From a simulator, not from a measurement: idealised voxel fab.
process module | voxel wiring stack
cross-section cut | 240 nm wide | cells 5 nm
A cross-section is a grid of square cells, given in bands from the top down. A band is one or more rows of cells.
Each band's line starts with the height of the band's top and of its bottom, in nm. Then come its materials from left to right, each with its width in nm. One material with "throughout" fills the band from edge to edge. "air" is empty space.
Height 0 is the level under which the wafer as received is all one material. The lowest band goes on downwards, as in "0 down".
A width such as "30 to 40" changes by the same amount from each row of cells to the next, from the band's top row to its bottom row.
"no change" after a step means that no cell of the cross-section changed.
closed voids: empty space of 8 cells or more with no open way to the top, each as width x height at its distance from the left edge, in nm
after a step's settings: what the simulator itself notes on the step
overlay nm, on a step with a mask: how far to the right of its planned place the mask lay; to the left if negative
plan
1 op RECEIVE | material Si
2 op CONFORMAL_DEP | material SiO2 | thk nm 15
3 op CONFORMAL_DEP | material SiN | thk nm 5
4 op DIRECTIONAL_DEP | material lowk | thk nm 20
5 op MASKED_ETCH | tone open | mask id METAL_1 | width nm 30 | pitch nm 50 | etch materials lowk | depth nm 20 | overlay nm 0
6 op MASKED_ETCH | tone open | mask id METAL_1 | width nm 30 | pitch nm 50 | etch materials SiN | depth nm 5 | overlay nm 0
7 op CONFORMAL_DEP | material TiN | thk nm 5
8 op FILL_DEP | material Cu | thk nm 5
9 op CMP | height nm 40
10 op CONFORMAL_DEP | material SiCN | thk nm 5
11 op DIRECTIONAL_DEP | material SiO2 | thk nm 35
12 op DIRECTIONAL_DEP | material aC | thk nm 15
13 op PATTERN | tone open | mask id METAL_2 | material resist | width nm 30 | pitch nm 50 | thk nm 35 | overlay nm 0
14 op DIRECTIONAL_ETCH | etch materials aC | depth nm 15
15 op STRIP | etch materials resist
16 op DIRECTIONAL_ETCH | etch materials SiO2 | depth nm 20
17 op STRIP | etch materials aC
18 op MASKED_ETCH | tone open | mask id METAL_2_HOLES | width nm 15 | pitch nm 50 | etch materials SiO2 | depth nm 15 | overlay nm 0
19 op MASKED_ETCH | tone open | mask id METAL_2_HOLES | width nm 15 | pitch nm 50 | etch materials SiCN | depth nm 5 | overlay nm 0
20 op CONFORMAL_DEP | material TiN | thk nm 5
21 op FILL_DEP | material Cu | thk nm 10
22 op CMP | height nm 80
23 op CONFORMAL_DEP | material SiCN | thk nm 5
24 op DIRECTIONAL_DEP | material SiO2 | thk nm 30
25 op DIRECTIONAL_DEP | material aC | thk nm 15
26 op PATTERN | tone open | mask id METAL_3_HOLES | material resist | width nm 15 | thk nm 30 | overlay nm 0
27 op DIRECTIONAL_ETCH | etch materials aC | depth nm 15
28 op STRIP | etch materials resist
29 op DIRECTIONAL_ETCH | etch materials SiO2 | depth nm 30
30 op STRIP | etch materials aC
31 op DIRECTIONAL_DEP | material aC | thk nm 10
32 op PATTERN | tone open | mask id METAL_3 | material resist | width nm 30 | pitch nm 50 | thk nm 25 | overlay nm 0
33 op DIRECTIONAL_ETCH | etch materials aC | depth nm 10
34 op STRIP | etch materials resist
35 op DIRECTIONAL_ETCH | etch materials SiO2 | depth nm 15
36 op DIRECTIONAL_ETCH | etch materials SiCN | depth nm 5
37 op STRIP | etch materials aC
38 op CONFORMAL_DEP | material TiN | thk nm 5
39 op FILL_DEP | material Cu | thk nm 10
40 op CMP | height nm 115
41 op CONFORMAL_DEP | material SiCN | thk nm 5
first wafer, as planned
as received, after step 1
  0 down: Si throughout
  closed voids: none
after step 2
  15 to 0: SiO2 throughout
  below 0: unchanged
after step 3
  20 to 15: SiN throughout
  below 15: unchanged
after step 4
  40 to 20: lowk throughout
  below 20: unchanged
after step 5
  40 to 20: lowk 80 | air 30 | lowk 20 | air 30 | lowk 80
  below 20: unchanged
after step 6
  40 to 20: lowk 80 | air 30 | lowk 20 | air 30 | lowk 80
  20 to 15: SiN 80 | air 30 | SiN 20 | air 30 | SiN 80
  below 15: unchanged
after step 7
  45 to 40: TiN 85 | air 20 | TiN 30 | air 20 | TiN 85
  40 to 20: lowk 80 | TiN 5 | air 20 | TiN 5 | lowk 20 | TiN 5 | air 20 | TiN 5 | lowk 80
  20 to 15: SiN 80 | TiN 30 | SiN 20 | TiN 30 | SiN 80
  below 15: unchanged
after step 8
  50 to 45: Cu throughout
  45 to 40: TiN 85 | Cu 20 | TiN 30 | Cu 20 | TiN 85
  40 to 20: lowk 80 | TiN 5 | Cu 20 | TiN 5 | lowk 20 | TiN 5 | Cu 20 | TiN 5 | lowk 80
  below 20: unchanged
after step 9
  40 to 20: lowk 80 | TiN 5 | Cu 20 | TiN 5 | lowk 20 | TiN 5 | Cu 20 | TiN 5 | lowk 80
  below 20: unchanged
after step 10
  45 to 40: SiCN throughout
  below 40: unchanged
after step 11
  80 to 45: SiO2 throughout
  below 45: unchanged
after step 12
  95 to 80: aC throughout
  below 80: unchanged
after step 13
  130 to 95: resist 80 | air 30 | resist 20 | air 30 | resist 80
  below 95: unchanged
after step 14
  115 to 95: resist 80 | air 30 | resist 20 | air 30 | resist 80
  95 to 80: aC 80 | air 30 | aC 20 | air 30 | aC 80
  below 80: unchanged
after step 15
  95 to 80: aC 80 | air 30 | aC 20 | air 30 | aC 80
  below 80: unchanged
after step 16
  95 to 80: aC 80 | air 30 | aC 20 | air 30 | aC 80
  80 to 60: SiO2 80 | air 30 | SiO2 20 | air 30 | SiO2 80
  below 60: unchanged
after step 17
  80 to 60: SiO2 80 | air 30 | SiO2 20 | air 30 | SiO2 80
  below 60: unchanged
after step 18
  80 to 60: SiO2 80 | air 30 | SiO2 20 | air 30 | SiO2 80
  60 to 45: SiO2 80 | air 15 | SiO2 35 | air 15 | SiO2 95
  below 45: unchanged
after step 19
  80 to 60: SiO2 80 | air 30 | SiO2 20 | air 30 | SiO2 80
  60 to 45: SiO2 80 | air 15 | SiO2 35 | air 15 | SiO2 95
  45 to 40: SiCN 80 | air 15 | SiCN 35 | air 15 | SiCN 95
  below 40: unchanged
after step 20
  85 to 80: TiN 85 | air 20 | TiN 30 | air 20 | TiN 85
  80 to 65: SiO2 80 | TiN 5 | air 20 | TiN 5 | SiO2 20 | TiN 5 | air 20 | TiN 5 | SiO2 80
  65 to 60: SiO2 80 | TiN 5 | air 5 | TiN 20 | SiO2 20 | TiN 5 | air 5 | TiN 20 | SiO2 80
  60 to 45: SiO2 80 | TiN 5 | air 5 | TiN 5 | SiO2 35 | TiN 5 | air 5 | TiN 5 | SiO2 95
  45 to 40: SiCN 80 | TiN 15 | SiCN 35 | TiN 15 | SiCN 95
  below 40: unchanged
after step 21
  95 to 85: Cu throughout
  85 to 80: TiN 85 | Cu 20 | TiN 30 | Cu 20 | TiN 85
  80 to 65: SiO2 80 | TiN 5 | Cu 20 | TiN 5 | SiO2 20 | TiN 5 | Cu 20 | TiN 5 | SiO2 80
  65 to 60: SiO2 80 | TiN 5 | Cu 5 | TiN 20 | SiO2 20 | TiN 5 | Cu 5 | TiN 20 | SiO2 80
  60 to 45: SiO2 80 | TiN 5 | Cu 5 | TiN 5 | SiO2 35 | TiN 5 | Cu 5 | TiN 5 | SiO2 95
  below 45: unchanged
after step 22
  80 to 65: SiO2 80 | TiN 5 | Cu 20 | TiN 5 | SiO2 20 | TiN 5 | Cu 20 | TiN 5 | SiO2 80
  below 65: unchanged
after step 23
  85 to 80: SiCN throughout
  below 80: unchanged
after step 24
  115 to 85: SiO2 throughout
  below 85: unchanged
after step 25
  130 to 115: aC throughout
  below 115: unchanged
after step 26
  160 to 130: resist 80 | air 15 | resist 145
  below 130: unchanged
after step 27
  145 to 130: resist 80 | air 15 | resist 145
  130 to 115: aC 80 | air 15 | aC 145
  below 115: unchanged
after step 28
  130 to 115: aC 80 | air 15 | aC 145
  below 115: unchanged
after step 29
  130 to 115: aC 80 | air 15 | aC 145
  115 to 85: SiO2 80 | air 15 | SiO2 145
  below 85: unchanged
after step 30
  115 to 85: SiO2 80 | air 15 | SiO2 145
  below 85: unchanged
after step 31
  125 to 115: aC 80 | air 15 | aC 145
  115 to 95: SiO2 80 | air 15 | SiO2 145
  95 to 85: SiO2 80 | aC 15 | SiO2 145
  below 85: unchanged
after step 32
  150 to 125: resist 80 | air 30 | resist 20 | air 30 | resist 80
  below 125: unchanged
after step 33
  140 to 125: resist 80 | air 30 | resist 20 | air 30 | resist 80
  125 to 115: aC 80 | air 30 | aC 20 | air 30 | aC 80
  115 to 85: SiO2 80 | air 15 | SiO2 145
  below 85: unchanged
after step 34
  125 to 115: aC 80 | air 30 | aC 20 | air 30 | aC 80
  below 115: unchanged
after step 35
  125 to 115: aC 80 | air 30 | aC 20 | air 30 | aC 80
  115 to 100: SiO2 80 | air 30 | SiO2 20 | air 30 | SiO2 80
  below 100: unchanged
after step 36
  125 to 115: aC 80 | air 30 | aC 20 | air 30 | aC 80
  115 to 100: SiO2 80 | air 30 | SiO2 20 | air 30 | SiO2 80
  100 to 85: SiO2 80 | air 15 | SiO2 145
  85 to 80: SiCN 80 | air 15 | SiCN 145
  below 80: unchanged
after step 37
  115 to 100: SiO2 80 | air 30 | SiO2 20 | air 30 | SiO2 80
  below 100: unchanged
after step 38
  120 to 115: TiN 85 | air 20 | TiN 30 | air 20 | TiN 85
  115 to 105: SiO2 80 | TiN 5 | air 20 | TiN 5 | SiO2 20 | TiN 5 | air 20 | TiN 5 | SiO2 80
  105 to 100: SiO2 80 | TiN 5 | air 5 | TiN 20 | SiO2 20 | TiN 30 | SiO2 80
  100 to 85: SiO2 80 | TiN 5 | air 5 | TiN 5 | SiO2 145
  85 to 80: SiCN 80 | TiN 15 | SiCN 145
  below 80: unchanged
after step 39
  130 to 120: Cu throughout
  120 to 115: TiN 85 | Cu 20 | TiN 30 | Cu 20 | TiN 85
  115 to 105: SiO2 80 | TiN 5 | Cu 20 | TiN 5 | SiO2 20 | TiN 5 | Cu 20 | TiN 5 | SiO2 80
  105 to 100: SiO2 80 | TiN 5 | Cu 5 | TiN 20 | SiO2 20 | TiN 30 | SiO2 80
  100 to 85: SiO2 80 | TiN 5 | Cu 5 | TiN 5 | SiO2 145
  below 85: unchanged
after step 40
  115 to 105: SiO2 80 | TiN 5 | Cu 20 | TiN 5 | SiO2 20 | TiN 5 | Cu 20 | TiN 5 | SiO2 80
  below 105: unchanged
after step 41
  120 to 115: SiCN throughout
  below 115: unchanged
second wafer: like start, like plan, one mistake. Through step 25 it matches the first wafer
when step 26 should have ended
  160 to 130: resist 75 | air 25 | resist 140
  below 130: unchanged
when step 27 should have ended
  145 to 130: resist 75 | air 25 | resist 140
  130 to 115: aC 75 | air 25 | aC 140
  below 115: unchanged
when step 28 should have ended
  130 to 115: aC 75 | air 25 | aC 140
  below 115: unchanged
when step 29 should have ended
  130 to 115: aC 75 | air 25 | aC 140
  115 to 85: SiO2 75 | air 25 | SiO2 140
  below 85: unchanged
when step 30 should have ended
  115 to 85: SiO2 75 | air 25 | SiO2 140
  below 85: unchanged
when step 31 should have ended
  125 to 115: aC 75 | air 25 | aC 140
  115 to 95: SiO2 75 | air 25 | SiO2 140
  95 to 85: SiO2 75 | aC 25 | SiO2 140
  below 85: unchanged
when step 32 should have ended
  150 to 125: resist 80 | air 30 | resist 20 | air 30 | resist 80
  125 to 115: aC 75 | resist 5 | air 20 | aC 140
  115 to 95: SiO2 75 | resist 5 | air 20 | SiO2 140
  below 95: unchanged
when step 33 should have ended
  140 to 125: resist 80 | air 30 | resist 20 | air 30 | resist 80
  125 to 115: aC 75 | resist 5 | air 30 | aC 20 | air 30 | aC 80
  115 to 95: SiO2 75 | resist 5 | air 20 | SiO2 140
  95 to 85: SiO2 75 | aC 5 | air 20 | SiO2 140
  below 85: unchanged
when step 34 should have ended
  125 to 115: aC 75 | air 35 | aC 20 | air 30 | aC 80
  115 to 95: SiO2 75 | air 25 | SiO2 140
  below 95: unchanged
when step 35 should have ended
  125 to 115: aC 75 | air 35 | aC 20 | air 30 | aC 80
  115 to 100: SiO2 75 | air 35 | SiO2 20 | air 30 | SiO2 80
  below 100: unchanged
when step 36 should have ended
  125 to 115: aC 75 | air 35 | aC 20 | air 30 | aC 80
  115 to 100: SiO2 75 | air 35 | SiO2 20 | air 30 | SiO2 80
  100 to 95: SiO2 75 | air 25 | SiO2 140
  95 to 85: SiO2 75 | aC 5 | air 20 | SiO2 140
  85 to 80: SiCN 80 | air 20 | SiCN 140
  below 80: unchanged
when step 37 should have ended
  115 to 100: SiO2 75 | air 35 | SiO2 20 | air 30 | SiO2 80
  100 to 85: SiO2 75 | air 25 | SiO2 140
  below 85: unchanged
when step 38 should have ended
  120 to 115: TiN 80 | air 25 | TiN 30 | air 20 | TiN 85
  115 to 105: SiO2 75 | TiN 5 | air 25 | TiN 5 | SiO2 20 | TiN 5 | air 20 | TiN 5 | SiO2 80
  105 to 100: SiO2 75 | TiN 5 | air 15 | TiN 15 | SiO2 20 | TiN 30 | SiO2 80
  100 to 90: SiO2 75 | TiN 5 | air 15 | TiN 5 | SiO2 140
  90 to 85: SiO2 75 | TiN 10 | air 10 | TiN 5 | SiO2 140
  85 to 80: SiCN 80 | TiN 20 | SiCN 140
  below 80: unchanged
when step 39 should have ended
  130 to 120: Cu throughout
  120 to 115: TiN 80 | Cu 25 | TiN 30 | Cu 20 | TiN 85
  115 to 105: SiO2 75 | TiN 5 | Cu 25 | TiN 5 | SiO2 20 | TiN 5 | Cu 20 | TiN 5 | SiO2 80
  105 to 100: SiO2 75 | TiN 5 | Cu 15 | TiN 15 | SiO2 20 | TiN 30 | SiO2 80
  100 to 90: SiO2 75 | TiN 5 | Cu 15 | TiN 5 | SiO2 140
  90 to 85: SiO2 75 | TiN 10 | Cu 10 | TiN 5 | SiO2 140
  below 85: unchanged
when step 40 should have ended
  115 to 105: SiO2 75 | TiN 5 | Cu 25 | TiN 5 | SiO2 20 | TiN 5 | Cu 20 | TiN 5 | SiO2 80
  below 105: unchanged
when step 41 should have ended
  120 to 115: SiCN throughout
  below 115: unchanged
what went wrong: step 26 ran as: op PATTERN | tone open | mask id METAL_3_HOLES | material resist | width nm 25 | thk nm 30 | overlay nm 0
at the end the second wafer has, in cells: 9 more of Cu | 1 fewer of SiCN | 9 fewer of SiO2 | 1 more of TiN
